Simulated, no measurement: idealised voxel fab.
process module | voxel gate over fins
cross-section cut | 215 nm wide | cells 5 nm
A cross-section is a grid of square cells, given in bands from the top down. A band is one or more rows of cells.
Each band's line starts with the height of the band's top and of its bottom, in nm. Then come its materials from left to right, each with its width in nm. One material with "throughout" fills the band from edge to edge. "air" is empty space.
Height 0 is the level under which the wafer as received is all one material. The lowest band goes on downwards, as in "0 down".
A width such as "30 to 40" changes by the same amount from each row of cells to the next, from the band's top row to its bottom row.
"no change" after a step means that no cell of the cross-section changed.
closed voids: empty space of 8 cells or more with no open way to the top, each as width x height at its distance from the left edge, in nm
after a step's settings: what the simulator itself notes on the step
overlay nm, on a step with a mask: how far to the right of its planned place the mask lay; to the left if negative
plan
1 op RECEIVE | material Si
2 op CONFORMAL_DEP | material SiN | thk nm 5
3 op MASKED_ETCH | tone cover | mask id FINS | width nm 15 | pitch nm 40 | etch materials SiN | depth nm 5 | overlay nm 0
4 op MASKED_ETCH | tone cover | mask id FINS | width nm 15 | pitch nm 40 | etch materials Si | depth nm 35 | overlay nm 0
5 op FILL_DEP | material SiO2 | thk nm 15
6 op CMP | height nm 5
7 op SELECTIVE_ETCH | etch materials SiO2 | depth nm 20
8 op STRIP | etch materials SiN
9 op CONFORMAL_DEP | material HfO2 | thk nm 5
10 op CONFORMAL_DEP | material TiN | thk nm 5
11 op FILL_DEP | material W | thk nm 15
12 op CMP | height nm 20
13 op CONFORMAL_DEP | material SiN | thk nm 5
as received, after step 1
  0 down: Si throughout
  closed voids: none
a wafer at the end: this start, this plan, one mistake
  25 to 20: SiN throughout
  20 to 10: W throughout
  10 to 5: TiN throughout
  5 to 0: HfO2 throughout
  0 to -35: SiO2 80 | Si 15 | SiO2 25 | Si 15 | SiO2 80
  -35 down: Si throughout
  closed voids: none
what went wrong: step 6 was left out
